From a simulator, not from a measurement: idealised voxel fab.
The following is a process module called voxel plated lines.
255 nm wide, 5 nm square cells: that's cross-section cut.
Reading order for cross-sections: top band down to bottom band. Underlying form: a grid of square cells. Band size: one or more rows of cells. Read a band's entry like this: the first values are the height of its top and the height of its bottom in nm, and what follows is the sequence of materials from left to right, each with its width in nm. Note that "empty" is empty space, and that a single material marked "edge to edge" reaches across the band from edge to edge. The level at which height equals 0 is the one under which the wafer, as it arrives, is entirely one material. No lower edge exists for the bottom band, which continues downward and is notated as in "0 down". A width such as "30 to 40" changes by the same amount from each row of cells to the next, from the band's top row to its bottom row. Reading "no change" for a step: not a cell of the cross-section changed in it. Entry "Enclosed cavities" = empty spaces >= 8 cells with no open way to the top; each as width x height at distance, distance from left edge, all nm. Note: text after step settings on the step line = simulator remark on that step. When a step includes a mask, the "overlay nm" setting on its line states how far to the right of its planned place that mask lay, and negative values state how far to the left.
### The following list gives the planned process steps
- 1: RECEIVE (material Si)
- 2: CONFORMAL_DEP (material Al2O3; thk nm 5)
- 3: DIRECTIONAL_DEP (material TiN; thk nm 5)
- 4: PATTERN (tone open; mask id LINES; material resist; width nm 15; pitch nm 40; thk nm 30; overlay nm 0)
- 5: EPI (material Ru; thk nm 10)
- 6: EPI (material Ru; thk nm 5)
- 7: STRIP (etch materials resist)
- 8: DIRECTIONAL_ETCH (etch materials TiN; depth nm 5)
- 9: CONFORMAL_DEP (material SiO2; thk nm 5)
Be aware that, although all wafers share a common starting state, the thk nm at step 2 differs among them, and the plan displays the first wafer's value.
### First of several wafers (as received, post step 1), cross-sectional view
> 0 down | Si edge to edge
> Enclosed cavities: none
### Here's the first of several wafers in cross-section, end of the module, after the last step, step 9
> 30 to 25 | empty 95 | SiO2 25 | empty 15 | SiO2 25 | empty 95
> 25 to 10 | empty 95 | SiO2 5 | Ru 15 | SiO2 5 | empty 15 | SiO2 5 | Ru 15 | SiO2 5 | empty 95
> 10 to 5 | SiO2 100 | TiN 15 | SiO2 25 | TiN 15 | SiO2 100
> 5 to 0 | Al2O3 edge to edge
> 0 down | Si edge to edge
> Enclosed cavities: none
### X-section, last wafer, module end
> 55 to 50 | empty 95 | SiO2 25 | empty 15 | SiO2 25 | empty 95
> 50 to 35 | empty 95 | SiO2 5 | Ru 15 | SiO2 5 | empty 15 | SiO2 5 | Ru 15 | SiO2 5 | empty 95
> 35 to 30 | SiO2 100 | TiN 15 | SiO2 25 | TiN 15 | SiO2 100
> 30 to 0 | Al2O3 edge to edge
> 0 down | Si edge to edge
> Enclosed cavities: none
### The table below has one row for each wafer; a row shows, as of the end of the module, how many cells of each material the wafer has gained, marked (+), or lost, marked (-), since it was received, and then the wafer's closed voids
thk nm 5 | +51 Al2O3 | +18 Ru | +67 SiO2 | +6 TiN | Enclosed cavities: none
thk nm 10 | +102 Al2O3 | +18 Ru | +67 SiO2 | +6 TiN | Enclosed cavities: none
thk nm 15 | +153 Al2O3 | +18 Ru | +67 SiO2 | +6 TiN | Enclosed cavities: none
thk nm 20 | +204 Al2O3 | +18 Ru | +67 SiO2 | +6 TiN | Enclosed cavities: none
thk nm 25 | +255 Al2O3 | +18 Ru | +67 SiO2 | +6 TiN | Enclosed cavities: none
thk nm 30 | +306 Al2O3 | +18 Ru | +67 SiO2 | +6 TiN | Enclosed cavities: none
